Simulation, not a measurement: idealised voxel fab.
Process module under the name voxel transistor to metal
Displayed cross-section: cut, width of 215 nm, square cells sized 5 nm.
If you're reading a cross-section in this doc, picture square cells in a grid; it comes to you as bands, top ones listed first down to the bottom, and a band can be one or more rows of cells.
Band entry format. Leading values: height of top, height of bottom, nm. Remainder: materials in left-to-right order, each with its width in nm. Special words: "throughout" on a single material, which then fills the band edge to edge; "blank", empty space.
Height is counted from the level 0, under which the received wafer is composed throughout of one material. The lowest of the bands is not closed at the bottom but continues downward, in the notation "0 -> down".
Top row gets the first number, bottom row gets the second, and each row in between changes by the same step: that is how a band width like "30 to 40" works.
Step marked "no alteration"? Then no cell in the cross-section changed in it.
Any empty space of 8 cells or more lacking an open way to the top shows up in "Enclosed void entries" as width x height at distance, distance from the left edge, in nm.
Past the settings on a step's line: simulator remark, on that step.
Regarding "overlay nm": on a step with a mask, it is the distance the mask lay to the right of its planned place; a negative value places it to the left.
Note on reading: below, each pair holds a cross-section from before one process step and one from after it; the one from after shows only down to the lowest band that changed. Beneath the pair, the step in between is stated along with its settings. The pairs can stem from different runs of this module on the same starting wafer. Where a pair's entry headed "State before step" says so, and only there, that pair continues from the pair above it.
State before step
    0 -> down  Si throughout
    Enclosed void entries: none
Resulting Structure
    0 -> -5  SiO2 throughout
    Unchanged below -5.
    Enclosed void entries: none
Intermediate step for the cross-sections above: OXIDIZE (depth nm 5)
State before step: same picture as after in the pair right above, so we don't repeat it.
Resulting Structure
    10 -> 0  SiN throughout
    Unchanged below 0.
    Enclosed void entries: none
Intermediate step for the cross-sections above: CONFORMAL_DEP (material SiN; thk nm 10)
State before step: same picture as after in the pair right above, so we don't repeat it.
Resulting Structure
    20 -> 10  aC throughout
    Unchanged below 10.
    Enclosed void entries: none
Intermediate step for the cross-sections above: DIRECTIONAL_DEP (material aC; thk nm 10)
State before step: same picture as after in the pair right above, so we don't repeat it.
Resulting Structure
    45 -> 20  blank 45, then resist 120, then blank 50
    Unchanged below 20.
    Enclosed void entries: none
Intermediate step for the cross-sections above: PATTERN (tone cover; mask id ACTIVE; material resist; width nm 120; thk nm 25; overlay nm 0)
State before step: same picture as after in the pair right above, so we don't repeat it.
Resulting Structure
    35 -> 20  blank 45, then resist 120, then blank 50
    20 -> 10  blank 45, then aC 120, then blank 50
    Unchanged below 10.
    Enclosed void entries: none
Intermediate step for the cross-sections above: DIRECTIONAL_ETCH (etch materials aC; depth nm 10)
State before step: same picture as after in the pair right above, so we don't repeat it.
Resulting Structure
    20 -> 10  blank 45, then aC 120, then blank 50
    Unchanged below 10.
    Enclosed void entries: none
Intermediate step for the cross-sections above: STRIP (etch materials resist)
State before step: same picture as after in the pair right above, so we don't repeat it.
Resulting Structure
    20 -> 10  blank 45, then aC 120, then blank 50
    10 -> 0  blank 45, then SiN 120, then blank 50
    Unchanged below 0.
    Enclosed void entries: none
Intermediate step for the cross-sections above: DIRECTIONAL_ETCH (etch materials SiN; depth nm 10)
State before step: same picture as after in the pair right above, so we don't repeat it.
Resulting Structure
    20 -> 10  blank 45, then aC 120, then blank 50
    10 -> 0  blank 45, then SiN 120, then blank 50
    0 -> -5  blank 45, then SiO2 120, then blank 50
    Unchanged below -5.
    Enclosed void entries: none
Intermediate step for the cross-sections above: DIRECTIONAL_ETCH (etch materials SiO2; depth nm 5)
State before step: same picture as after in the pair right above, so we don't repeat it.
Resulting Structure
    20 -> 10  blank 45, then aC 120, then blank 50
    10 -> 0  blank 45, then SiN 120, then blank 50
    0 -> -5  blank 45, then SiO2 120, then blank 50
    -5 -> -30  blank 45, then Si 120, then blank 50
    Unchanged below -30.
    Enclosed void entries: none
Intermediate step for the cross-sections above: DIRECTIONAL_ETCH (etch materials Si; depth nm 25)
State before step: same picture as after in the pair right above, so we don't repeat it.
Resulting Structure
    10 -> 0  blank 45, then SiN 120, then blank 50
    Unchanged below 0.
    Enclosed void entries: none
Intermediate step for the cross-sections above: STRIP (etch materials aC)
State before step: same picture as after in the pair right above, so we don't repeat it.
Resulting Structure
    25 -> 10  SiO2 throughout
    10 -> 0  SiO2 45, then SiN 120, then SiO2 50
    0 -> -5  SiO2 throughout
    -5 -> -30  SiO2 45, then Si 120, then SiO2 50
    Unchanged below -30.
    Enclosed void entries: none
Intermediate step for the cross-sections above: FILL_DEP (material SiO2; thk nm 15)
State before step: same picture as after in the pair right above, so we don't repeat it.
Resulting Structure
    10 -> 0  SiO2 45, then SiN 120, then SiO2 50
    Unchanged below 0.
    Enclosed void entries: none
Intermediate step for the cross-sections above: CMP (height nm 10)
State before step: same picture as after in the pair right above, so we don't repeat it.
Resulting Structure
    10 -> 5  blank 45, then SiN 120, then blank 50
    Unchanged below 5.
    Enclosed void entries: none
Intermediate step for the cross-sections above: SELECTIVE_ETCH (etch materials SiO2; depth nm 5)
State before step: same picture as after in the pair right above, so we don't repeat it.
Resulting Structure
    5 -> 0  SiO2 45, then blank 120, then SiO2 50
    Unchanged below 0.
    Enclosed void entries: none
Intermediate step for the cross-sections above: STRIP (etch materials SiN)
State before step: same picture as after in the pair right above, so we don't repeat it.
Resulting Structure
    0 -> -5  SiO2 40, then blank 130, then SiO2 45
    Unchanged below -5.
    Enclosed void entries: none
Intermediate step for the cross-sections above: SELECTIVE_ETCH (etch materials SiO2; depth nm 5)
State before step: same picture as after in the pair right above, so we don't repeat it.
Resulting Structure
    0 -> -5  SiO2 40, then blank 130, then SiO2 45
    -5 -> -10  SiO2 throughout
    Unchanged below -10.
    Enclosed void entries: none
Intermediate step for the cross-sections above: OXIDIZE (depth nm 5)
State before step: same picture as after in the pair right above, so we don't repeat it.
Resulting Structure
    20 -> 15  polySi 40, then blank 130, then polySi 45
    15 -> 0  polySi throughout
    0 -> -5  SiO2 40, then polySi 130, then SiO2 45
    Unchanged below -5.
    Enclosed void entries: none
Intermediate step for the cross-sections above: DIRECTIONAL_DEP (material polySi; thk nm 20)
State before step: same picture as after in the pair right above, so we don't repeat it.
Resulting Structure
    30 -> 25  SiCN 40, then blank 130, then SiCN 45
    25 -> 20  SiCN throughout
    20 -> 15  polySi 40, then SiCN 130, then polySi 45
    Unchanged below 15.
    Enclosed void entries: none
Intermediate step for the cross-sections above: DIRECTIONAL_DEP (material SiCN; thk nm 10)
State before step: same picture as after in the pair right above, so we don't repeat it.
Resulting Structure
    25 -> 20  blank 90, then SiCN 30, then blank 95
    20 -> 15  polySi 40, then blank 50, then SiCN 30, then blank 50, then polySi 45
    Unchanged below 15.
    Enclosed void entries: none
Intermediate step for the cross-sections above: MASKED_ETCH (tone cover; mask id GATE; width nm 30; etch materials SiCN; depth nm 20; overlay nm 0)
State before step: same picture as after in the pair right above, so we don't repeat it.
Resulting Structure
    25 -> 15  blank 90, then SiCN 30, then blank 95
    15 -> 0  blank 90, then polySi 30, then blank 95
    0 -> -5  SiO2 40, then blank 50, then polySi 30, then blank 50, then SiO2 45
    Unchanged below -5.
    Enclosed void entries: none
Intermediate step for the cross-sections above: MASKED_ETCH (tone cover; mask id GATE; width nm 30; etch materials polySi; depth nm 30; overlay nm 0)
State before step: same picture as after in the pair right above, so we don't repeat it.
Resulting Structure
    30 -> 25  blank 85, then SiO2 40, then blank 90
    25 -> 15  blank 85, then SiO2 5, then SiCN 30, then SiO2 5, then blank 90
    15 -> 5  blank 85, then SiO2 5, then polySi 30, then SiO2 5, then blank 90
    5 -> 0  SiO2 45, then blank 40, then SiO2 5, then polySi 30, then SiO2 5, then blank 40, then SiO2 50
    0 -> -5  SiO2 90, then polySi 30, then SiO2 95
    Unchanged below -5.
    Enclosed void entries: none
Intermediate step for the cross-sections above: CONFORMAL_DEP (material SiO2; thk nm 5)
State before step: same picture as after in the pair right above, so we don't repeat it.
Resulting Structure
    25 -> 15  blank 85, then SiO2 5, then SiCN 30, then SiO2 5, then blank 90
    15 -> 0  blank 85, then SiO2 5, then polySi 30, then SiO2 5, then blank 90
    0 -> -5  SiO2 45, then blank 40, then SiO2 5, then polySi 30, then SiO2 5, then blank 40, then SiO2 50
    Unchanged below -5.
    Enclosed void entries: none
Intermediate step for the cross-sections above: DIRECTIONAL_ETCH (etch materials SiO2; depth nm 5)
State before step: same picture as after in the pair right above, so we don't repeat it.
Resulting Structure
    30 -> 25  blank 80, then SiN 50, then blank 85
    25 -> 15  blank 80, then SiN 5, then SiO2 5, then SiCN 30, then SiO2 5, then SiN 5, then blank 85
    15 -> 5  blank 80, then SiN 5, then SiO2 5, then polySi 30, then SiO2 5, then SiN 5, then blank 85
    5 -> 0  SiN 50, then blank 30, then SiN 5, then SiO2 5, then polySi 30, then SiO2 5, then SiN 5, then blank 30, then SiN 55
    0 -> -5  SiO2 45, then SiN 40, then SiO2 5, then polySi 30, then SiO2 5, then SiN 40, then SiO2 50
    Unchanged below -5.
    Enclosed void entries: none
Intermediate step for the cross-sections above: CONFORMAL_DEP (material SiN; thk nm 5)
State before step: same picture as after in the pair right above, so we don't repeat it.
Resulting Structure
    25 -> 15  blank 80, then SiN 5, then SiO2 5, then SiCN 30, then SiO2 5, then SiN 5, then blank 85
    15 -> 0  blank 80, then SiN 5, then SiO2 5, then polySi 30, then SiO2 5, then SiN 5, then blank 85
    0 -> -5  SiO2 45, then SiN 5, then blank 30, then SiN 5, then SiO2 5, then polySi 30, then SiO2 5, then SiN 5, then blank 30, then SiN 5, then SiO2 50
    Unchanged below -5.
    Enclosed void entries: none
Intermediate step for the cross-sections above: DIRECTIONAL_ETCH (etch materials SiN; depth nm 5)
State before step: same picture as after in the pair right above, so we don't repeat it.
Resulting Structure
    25 -> 20  blank 80, then SiN 5, then blank 5, then SiCN 30, then blank 5, then SiN 5, then blank 85
    20 -> 15  blank 80, then SiN 5, then SiO2 5, then SiCN 30, then SiO2 5, then SiN 5, then blank 85
    15 -> 0  blank 80, then SiN 5, then SiO2 5, then polySi 30, then SiO2 5, then SiN 5, then blank 85
    0 -> -5  blank 45, then SiN 5, then blank 30, then SiN 5, then SiO2 5, then polySi 30, then SiO2 5, then SiN 5, then blank 30, then SiN 5, then blank 50
    -5 -> -10  SiO2 50, then blank 30, then SiO2 50, then blank 30, then SiO2 55
    Unchanged below -10.
    Enclosed void entries: none
Intermediate step for the cross-sections above: DIRECTIONAL_ETCH (etch materials SiO2; depth nm 5)
State before step: same picture as after in the pair right above, so we don't repeat it.
Resulting Structure
    25 -> 20  blank 80, then SiN 5, then blank 5, then SiCN 30, then blank 5, then SiN 5, then blank 85
    20 -> 15  blank 80, then SiN 5, then SiO2 5, then SiCN 30, then SiO2 5, then SiN 5, then blank 85
    15 -> 0  blank 80, then SiN 5, then SiO2 5, then polySi 30, then SiO2 5, then SiN 5, then blank 85
    0 -> -5  blank 45, then SiN 5, then blank 30, then SiN 5, then SiO2 5, then polySi 30, then SiO2 5, then SiN 5, then blank 30, then SiN 5, then blank 50
    -5 -> -10  SiO2 50, then pSi 30, then SiO2 50, then pSi 30, then SiO2 55
    Unchanged below -10.
    Enclosed void entries: none
Intermediate step for the cross-sections above: EPI (material pSi; thk nm 5)
State before step: same picture as after in the pair right above, so we don't repeat it.
Resulting Structure
    35 -> 25  SiO2 throughout
    25 -> 15  SiO2 80, then SiN 5, then SiO2 5, then SiCN 30, then SiO2 5, then SiN 5, then SiO2 85
    15 -> 0  SiO2 80, then SiN 5, then SiO2 5, then polySi 30, then SiO2 5, then SiN 5, then SiO2 85
    0 -> -5  SiO2 45, then SiN 5, then SiO2 30, then SiN 5, then SiO2 5, then polySi 30, then SiO2 5, then SiN 5, then SiO2 30, then SiN 5, then SiO2 50
    Unchanged below -5.
    Enclosed void entries: none
Intermediate step for the cross-sections above: FILL_DEP (material SiO2; thk nm 10)
State before step: same picture as after in the pair right above, so we don't repeat it.
Resulting Structure
    15 -> 0  SiO2 80, then SiN 5, then SiO2 5, then polySi 30, then SiO2 5, then SiN 5, then SiO2 85
    Unchanged below 0.
    Enclosed void entries: none
Intermediate step for the cross-sections above: CMP (height nm 15)
State before step: same picture as after in the pair right above, so we don't repeat it.
Resulting Structure
    15 -> 0  SiO2 80, then SiN 5, then SiO2 5, then blank 30, then SiO2 5, then SiN 5, then SiO2 85
    0 -> -5  SiO2 45, then SiN 5, then SiO2 30, then SiN 5, then SiO2 5, then blank 30, then SiO2 5, then SiN 5, then SiO2 30, then SiN 5, then SiO2 50
    Unchanged below -5.
    Enclosed void entries: none
Intermediate step for the cross-sections above: STRIP (etch materials polySi)
State before step: same picture as after in the pair right above, so we don't repeat it.
Resulting Structure
    15 -> 10  blank 80, then SiN 5, then blank 40, then SiN 5, then blank 85
    10 -> 0  SiO2 80, then SiN 5, then blank 40, then SiN 5, then SiO2 85
    0 -> -5  SiO2 45, then SiN 5, then SiO2 30, then SiN 5, then blank 40, then SiN 5, then SiO2 30, then SiN 5, then SiO2 50
    -5 -> -10  SiO2 50, then pSi 30, then SiO2 5, then blank 40, then SiO2 5, then pSi 30, then SiO2 55
    Unchanged below -10.
    Enclosed void entries: none
Intermediate step for the cross-sections above: SELECTIVE_ETCH (etch materials SiO2; depth nm 5)
State before step: same picture as after in the pair right above, so we don't repeat it.
Resulting Structure
    20 -> 15  blank 75, then HfO2 15, then blank 30, then HfO2 15, then blank 80
    15 -> 10  HfO2 80, then SiN 5, then HfO2 5, then blank 30, then HfO2 5, then SiN 5, then HfO2 85
    10 -> 0  SiO2 80, then SiN 5, then HfO2 5, then blank 30, then HfO2 5, then SiN 5, then SiO2 85
    0 -> -5  SiO2 45, then SiN 5, then SiO2 30, then SiN 5, then HfO2 5, then blank 30, then HfO2 5, then SiN 5, then SiO2 30, then SiN 5, then SiO2 50
    -5 -> -10  SiO2 50, then pSi 30, then SiO2 5, then HfO2 40, then SiO2 5, then pSi 30, then SiO2 55
    Unchanged below -10.
    Enclosed void entries: none
Intermediate step for the cross-sections above: CONFORMAL_DEP (material HfO2; thk nm 5)
State before step: same picture as after in the pair right above, so we don't repeat it.
Resulting Structure
    25 -> 20  blank 70, then TiN 25, then blank 20, then TiN 25, then blank 75
    20 -> 15  TiN 75, then HfO2 15, then TiN 5, then blank 20, then TiN 5, then HfO2 15, then TiN 80
    15 -> 10  HfO2 80, then SiN 5, then HfO2 5, then TiN 5, then blank 20, then TiN 5, then HfO2 5, then SiN 5, then HfO2 85
    10 -> 0  SiO2 80, then SiN 5, then HfO2 5, then TiN 5, then blank 20, then TiN 5, then HfO2 5, then SiN 5, then SiO2 85
    0 -> -5  SiO2 45, then SiN 5, then SiO2 30, then SiN 5, then HfO2 5, then TiN 30, then HfO2 5, then SiN 5, then SiO2 30, then SiN 5, then SiO2 50
    Unchanged below -5.
    Enclosed void entries: none
Intermediate step for the cross-sections above: CONFORMAL_DEP (material TiN; thk nm 5)
State before step: same picture as after in the pair right above, so we don't repeat it.
Resulting Structure
    35 -> 25  W throughout
    25 -> 20  W 70, then TiN 25, then W 20, then TiN 25, then W 75
    20 -> 15  TiN 75, then HfO2 15, then TiN 5, then W 20, then TiN 5, then HfO2 15, then TiN 80
    15 -> 10  HfO2 80, then SiN 5, then HfO2 5, then TiN 5, then W 20, then TiN 5, then HfO2 5, then SiN 5, then HfO2 85
    10 -> 0  SiO2 80, then SiN 5, then HfO2 5, then TiN 5, then W 20, then TiN 5, then HfO2 5, then SiN 5, then SiO2 85
    Unchanged below 0.
    Enclosed void entries: none
Intermediate step for the cross-sections above: FILL_DEP (material W; thk nm 10)
State before step: same picture as after in the pair right above, so we don't repeat it.
Resulting Structure
    10 -> 0  SiO2 80, then SiN 5, then HfO2 5, then TiN 5, then W 20, then TiN 5, then HfO2 5, then SiN 5, then SiO2 85
    Unchanged below 0.
    Enclosed void entries: none
Intermediate step for the cross-sections above: CMP (height nm 10)
State before step: same picture as after in the pair right above, so we don't repeat it.
Resulting Structure
    25 -> 10  SiO2 throughout
    Unchanged below 10.
    Enclosed void entries: none
Intermediate step for the cross-sections above: DIRECTIONAL_DEP (material SiO2; thk nm 15)
State before step: same picture as after in the pair right above, so we don't repeat it.
Resulting Structure
    25 -> 10  SiO2 50, then blank 20, then SiO2 70, then blank 20, then SiO2 55
    10 -> 0  SiO2 50, then blank 20, then SiO2 10, then SiN 5, then HfO2 5, then TiN 5, then W 20, then TiN 5, then HfO2 5, then SiN 5, then SiO2 10, then blank 20, then SiO2 55
    0 -> -5  SiO2 45, then SiN 5, then blank 20, then SiO2 10, then SiN 5, then HfO2 5, then TiN 30, then HfO2 5, then SiN 5, then SiO2 10, then blank 20, then SiN 5, then SiO2 50
    Unchanged below -5.
    Enclosed void entries: none
Intermediate step for the cross-sections above: MASKED_ETCH (tone open; mask id CONTACT; width nm 20; pitch nm 90; etch materials SiO2; depth nm 30; overlay nm 0)
State before step: same picture as after in the pair right above, so we don't repeat it.
Resulting Structure
    30 -> 25  TiN 55, then blank 10, then TiN 80, then blank 10, then TiN 60
    25 -> 10  SiO2 50, then TiN 5, then blank 10, then TiN 5, then SiO2 70, then TiN 5, then blank 10, then TiN 5, then SiO2 55
    10 -> 0  SiO2 50, then TiN 5, then blank 10, then TiN 5, then SiO2 10, then SiN 5, then HfO2 5, then TiN 5, then W 20, then TiN 5, then HfO2 5, then SiN 5, then SiO2 10, then TiN 5, then blank 10, then TiN 5, then SiO2 55
    0 -> -5  SiO2 45, then SiN 5, then TiN 20, then SiO2 10, then SiN 5, then HfO2 5, then TiN 30, then HfO2 5, then SiN 5, then SiO2 10, then TiN 20, then SiN 5, then SiO2 50
    Unchanged below -5.
    Enclosed void entries: none
Intermediate step for the cross-sections above: CONFORMAL_DEP (material TiN; thk nm 5)
State before step: same picture as after in the pair right above, so we don't repeat it.
Resulting Structure
    40 -> 30  W throughout
    30 -> 25  TiN 55, then W 10, then TiN 80, then W 10, then TiN 60
    25 -> 10  SiO2 50, then TiN 5, then W 10, then TiN 5, then SiO2 70, then TiN 5, then W 10, then TiN 5, then SiO2 55
    10 -> 0  SiO2 50, then TiN 5, then W 10, then TiN 5, then SiO2 10, then SiN 5, then HfO2 5, then TiN 5, then W 20, then TiN 5, then HfO2 5, then SiN 5, then SiO2 10, then TiN 5, then W 10, then TiN 5, then SiO2 55
    Unchanged below 0.
    Enclosed void entries: none
Intermediate step for the cross-sections above: FILL_DEP (material W; thk nm 10)
State before step: same picture as after in the pair right above, so we don't repeat it.
Resulting Structure
    25 -> 10  SiO2 50, then TiN 5, then W 10, then TiN 5, then SiO2 70, then TiN 5, then W 10, then TiN 5, then SiO2 55
    Unchanged below 10.
    Enclosed void entries: none
Intermediate step for the cross-sections above: CMP (height nm 25)
State before step: same picture as after in the pair right above, so we don't repeat it.
Resulting Structure
    30 -> 25  SiN throughout
    Unchanged below 25.
    Enclosed void entries: none
Intermediate step for the cross-sections above: CONFORMAL_DEP (material SiN; thk nm 5)
State before step: same picture as after in the pair right above, so we don't repeat it.
Resulting Structure
    50 -> 30  SiO2 throughout
    Unchanged below 30.
    Enclosed void entries: none
Intermediate step for the cross-sections above: DIRECTIONAL_DEP (material SiO2; thk nm 20)
State before step: same picture as after in the pair right above, so we don't repeat it.
Resulting Structure
    50 -> 30  SiO2 50, then blank 20, then SiO2 70, then blank 20, then SiO2 55
    Unchanged below 30.
    Enclosed void entries: none
Intermediate step for the cross-sections above: MASKED_ETCH (tone open; mask id METAL_1; width nm 20; pitch nm 90; etch materials SiO2; depth nm 20; overlay nm 0)
State before step: same picture as after in the pair right above, so we don't repeat it.
Resulting Structure
    50 -> 30  SiO2 50, then blank 20, then SiO2 70, then blank 20, then SiO2 55
    30 -> 25  SiN 50, then blank 20, then SiN 70, then blank 20, then SiN 55
    Unchanged below 25.
    Enclosed void entries: none
Intermediate step for the cross-sections above: MASKED_ETCH (tone open; mask id METAL_1; width nm 20; pitch nm 90; etch materials SiN; depth nm 5; overlay nm 0)
State before step: same picture as after in the pair right above, so we don't repeat it.
Resulting Structure
    55 -> 50  TiN 55, then blank 10, then TiN 80, then blank 10, then TiN 60
    50 -> 30  SiO2 50, then TiN 5, then blank 10, then TiN 5, then SiO2 70, then TiN 5, then blank 10, then TiN 5, then SiO2 55
    30 -> 25  SiN 50, then TiN 20, then SiN 70, then TiN 20, then SiN 55
    Unchanged below 25.
    Enclosed void entries: none
Intermediate step for the cross-sections above: CONFORMAL_DEP (material TiN; thk nm 5)
State before step: same picture as after in the pair right above, so we don't repeat it.
Resulting Structure
    60 -> 55  Ru throughout
    55 -> 50  TiN 55, then Ru 10, then TiN 80, then Ru 10, then TiN 60
    50 -> 30  SiO2 50, then TiN 5, then Ru 10, then TiN 5, then SiO2 70, then TiN 5, then Ru 10, then TiN 5, then SiO2 55
    Unchanged below 30.
    Enclosed void entries: none
Intermediate step for the cross-sections above: FILL_DEP (material Ru; thk nm 5)
State before step: same picture as after in the pair right above, so we don't repeat it.
Resulting Structure
    50 -> 30  SiO2 50, then TiN 5, then Ru 10, then TiN 5, then SiO2 70, then TiN 5, then Ru 10, then TiN 5, then SiO2 55
    Unchanged below 30.
    Enclosed void entries: none
Intermediate step for the cross-sections above: CMP (height nm 50)
State before step: same picture as after in the pair right above, so we don't repeat it.
Resulting Structure
    55 -> 50  SiCN throughout
    Unchanged below 50.
    Enclosed void entries: none
Intermediate step for the cross-sections above: CONFORMAL_DEP (material SiCN; thk nm 5)
State before step
    35 -> 25  W throughout
    25 -> 20  W 70, then TiN 25, then W 20, then TiN 25, then W 75
    20 -> 15  TiN 75, then HfO2 15, then TiN 5, then W 20, then TiN 5, then HfO2 15, then TiN 80
    15 -> 10  HfO2 80, then SiN 5, then HfO2 5, then TiN 5, then W 20, then TiN 5, then HfO2 5, then SiN 5, then HfO2 85
    10 -> 0  SiO2 80, then SiN 5, then HfO2 5, then TiN 5, then W 20, then TiN 5, then HfO2 5, then SiN 5, then SiO2 85
    0 -> -5  SiO2 45, then SiN 5, then SiO2 30, then SiN 5, then HfO2 5, then TiN 30, then HfO2 5, then SiN 5, then SiO2 30, then SiN 5, then SiO2 50
    -5 -> -10  SiO2 50, then pSi 30, then SiO2 5, then HfO2 40, then SiO2 5, then pSi 30, then SiO2 55
    -10 -> -30  SiO2 45, then Si 120, then SiO2 50
    -30 -> down  Si throughout
    Enclosed void entries: none
Resulting Structure
    50 -> 35  SiO2 throughout
    Unchanged below 35.
    Enclosed void entries: none
Intermediate step for the cross-sections above: DIRECTIONAL_DEP (material SiO2; thk nm 15)
State before step: same picture as after in the pair right above, so we don't repeat it.
Resulting Structure
    50 -> 35  SiO2 50, then blank 20, then SiO2 70, then blank 20, then SiO2 55
    Unchanged below 35.
    Enclosed void entries: none
Intermediate step for the cross-sections above: MASKED_ETCH (tone open; mask id CONTACT; width nm 20; pitch nm 90; etch materials SiO2; depth nm 30; overlay nm 0)
State before step: same picture as after in the pair right above, so we don't repeat it.
Resulting Structure
    55 -> 50  TiN 55, then blank 10, then TiN 80, then blank 10, then TiN 60
    50 -> 40  SiO2 50, then TiN 5, then blank 10, then TiN 5, then SiO2 70, then TiN 5, then blank 10, then TiN 5, then SiO2 55
    40 -> 35  SiO2 50, then TiN 20, then SiO2 70, then TiN 20, then SiO2 55
    Unchanged below 35.
    Enclosed void entries: none
Intermediate step for the cross-sections above: CONFORMAL_DEP (material TiN; thk nm 5)
State before step: same picture as after in the pair right above, so we don't repeat it.
Resulting Structure
    65 -> 55  W throughout
    55 -> 50  TiN 55, then W 10, then TiN 80, then W 10, then TiN 60
    50 -> 40  SiO2 50, then TiN 5, then W 10, then TiN 5, then SiO2 70, then TiN 5, then W 10, then TiN 5, then SiO2 55
    Unchanged below 40.
    Enclosed void entries: none
Intermediate step for the cross-sections above: FILL_DEP (material W; thk nm 10)
State before step: same picture as after in the pair right above, so we don't repeat it.
Resulting Structure
    25 -> 20  W 70, then TiN 25, then W 20, then TiN 25, then W 75
    Unchanged below 20.
    Enclosed void entries: none
Intermediate step for the cross-sections above: CMP (height nm 25)
State before step: same picture as after in the pair right above, so we don't repeat it.
Resulting Structure
    30 -> 25  SiN throughout
    Unchanged below 25.
    Enclosed void entries: none
Intermediate step for the cross-sections above: CONFORMAL_DEP (material SiN; thk nm 5)
State before step: same picture as after in the pair right above, so we don't repeat it.
Resulting Structure
    50 -> 30  SiO2 throughout
    Unchanged below 30.
    Enclosed void entries: none
Intermediate step for the cross-sections above: DIRECTIONAL_DEP (material SiO2; thk nm 20)
State before step: same picture as after in the pair right above, so we don't repeat it.
Resulting Structure
    50 -> 30  SiO2 50, then blank 20, then SiO2 70, then blank 20, then SiO2 55
    Unchanged below 30.
    Enclosed void entries: none
Intermediate step for the cross-sections above: MASKED_ETCH (tone open; mask id METAL_1; width nm 20; pitch nm 90; etch materials SiO2; depth nm 20; overlay nm 0)
State before step: same picture as after in the pair right above, so we don't repeat it.
Resulting Structure
    50 -> 30  SiO2 50, then blank 20, then SiO2 70, then blank 20, then SiO2 55
    30 -> 25  SiN 50, then blank 20, then SiN 70, then blank 20, then SiN 55
    Unchanged below 25.
    Enclosed void entries: none
Intermediate step for the cross-sections above: MASKED_ETCH (tone open; mask id METAL_1; width nm 20; pitch nm 90; etch materials SiN; depth nm 5; overlay nm 0)
State before step: same picture as after in the pair right above, so we don't repeat it.
Resulting Structure
    55 -> 50  TiN 55, then blank 10, then TiN 80, then blank 10, then TiN 60
    50 -> 30  SiO2 50, then TiN 5, then blank 10, then TiN 5, then SiO2 70, then TiN 5, then blank 10, then TiN 5, then SiO2 55
    30 -> 25  SiN 50, then TiN 20, then SiN 70, then TiN 20, then SiN 55
    Unchanged below 25.
    Enclosed void entries: none
Intermediate step for the cross-sections above: CONFORMAL_DEP (material TiN; thk nm 5)
State before step: same picture as after in the pair right above, so we don't repeat it.
Resulting Structure
    60 -> 55  Ru throughout
    55 -> 50  TiN 55, then Ru 10, then TiN 80, then Ru 10, then TiN 60
    50 -> 30  SiO2 50, then TiN 5, then Ru 10, then TiN 5, then SiO2 70, then TiN 5, then Ru 10, then TiN 5, then SiO2 55
    Unchanged below 30.
    Enclosed void entries: none
Intermediate step for the cross-sections above: FILL_DEP (material Ru; thk nm 5)
State before step: same picture as after in the pair right above, so we don't repeat it.
Resulting Structure
    50 -> 30  SiO2 50, then TiN 5, then Ru 10, then TiN 5, then SiO2 70, then TiN 5, then Ru 10, then TiN 5, then SiO2 55
    Unchanged below 30.
    Enclosed void entries: none
Intermediate step for the cross-sections above: CMP (height nm 50)
State before step: same picture as after in the pair right above, so we don't repeat it.
Resulting Structure
    55 -> 50  SiCN throughout
    Unchanged below 50.
    Enclosed void entries: none
Intermediate step for the cross-sections above: CONFORMAL_DEP (material SiCN; thk nm 5)
State before step
    20 -> 10  blank 45, then aC 120, then blank 50
    10 -> 0  blank 45, then SiN 120, then blank 50
    0 -> -5  blank 45, then SiO2 120, then blank 50
    -5 -> -30  blank 45, then Si 120, then blank 50
    -30 -> down  Si throughout
    Enclosed void entries: none
Resulting Structure
    20 -> 10  blank 45, then aC 120, then blank 50
    10 -> 0  blank 45, then SiN 120, then blank 50
    0 -> -5  blank 45, then SiO2 120, then blank 50
    -5 -> -55  blank 45, then Si 120, then blank 50
    Unchanged below -55.
    Enclosed void entries: none
Intermediate step for the cross-sections above: DIRECTIONAL_ETCH (etch materials Si; depth nm 25)
State before step: same picture as after in the pair right above, so we don't repeat it.
Resulting Structure
    10 -> 0  blank 45, then SiN 120, then blank 50
    Unchanged below 0.
    Enclosed void entries: none
Intermediate step for the cross-sections above: STRIP (etch materials aC)
State before step: same picture as after in the pair right above, so we don't repeat it.
Resulting Structure
    25 -> 10  SiO2 throughout
    10 -> 0  SiO2 45, then SiN 120, then SiO2 50
    0 -> -5  SiO2 throughout
    -5 -> -55  SiO2 45, then Si 120, then SiO2 50
    Unchanged below -55.
    Enclosed void entries: none
Intermediate step for the cross-sections above: FILL_DEP (material SiO2; thk nm 15)
State before step: same picture as after in the pair right above, so we don't repeat it.
Resulting Structure
    10 -> 0  SiO2 45, then SiN 120, then SiO2 50
    Unchanged below 0.
    Enclosed void entries: none
Intermediate step for the cross-sections above: CMP (height nm 10)
State before step: same picture as after in the pair right above, so we don't repeat it.
Resulting Structure
    10 -> 5  blank 45, then SiN 120, then blank 50
    Unchanged below 5.
    Enclosed void entries: none
Intermediate step for the cross-sections above: SELECTIVE_ETCH (etch materials SiO2; depth nm 5)
State before step: same picture as after in the pair right above, so we don't repeat it.
Resulting Structure
    5 -> 0  SiO2 45, then blank 120, then SiO2 50
    Unchanged below 0.
    Enclosed void entries: none
Intermediate step for the cross-sections above: STRIP (etch materials SiN)
State before step: same picture as after in the pair right above, so we don't repeat it.
Resulting Structure
    0 -> -5  SiO2 40, then blank 130, then SiO2 45
    Unchanged below -5.
    Enclosed void entries: none
Intermediate step for the cross-sections above: SELECTIVE_ETCH (etch materials SiO2; depth nm 5)
State before step: same picture as after in the pair right above, so we don't repeat it.
Resulting Structure
    0 -> -5  SiO2 40, then blank 130, then SiO2 45
    -5 -> -10  SiO2 throughout
    Unchanged below -10.
    Enclosed void entries: none
Intermediate step for the cross-sections above: OXIDIZE (depth nm 5)
State before step: same picture as after in the pair right above, so we don't repeat it.
Resulting Structure
    20 -> 15  polySi 40, then blank 130, then polySi 45
    15 -> 0  polySi throughout
    0 -> -5  SiO2 40, then polySi 130, then SiO2 45
    Unchanged below -5.
    Enclosed void entries: none
Intermediate step for the cross-sections above: DIRECTIONAL_DEP (material polySi; thk nm 20)
State before step: same picture as after in the pair right above, so we don't repeat it.
Resulting Structure
    30 -> 25  SiCN 40, then blank 130, then SiCN 45
    25 -> 20  SiCN throughout
    20 -> 15  polySi 40, then SiCN 130, then polySi 45
    Unchanged below 15.
    Enclosed void entries: none
Intermediate step for the cross-sections above: DIRECTIONAL_DEP (material SiCN; thk nm 10)
State before step: same picture as after in the pair right above, so we don't repeat it.
Resulting Structure
    25 -> 20  blank 90, then SiCN 30, then blank 95
    20 -> 15  polySi 40, then blank 50, then SiCN 30, then blank 50, then polySi 45
    Unchanged below 15.
    Enclosed void entries: none
Intermediate step for the cross-sections above: MASKED_ETCH (tone cover; mask id GATE; width nm 30; etch materials SiCN; depth nm 20; overlay nm 0)
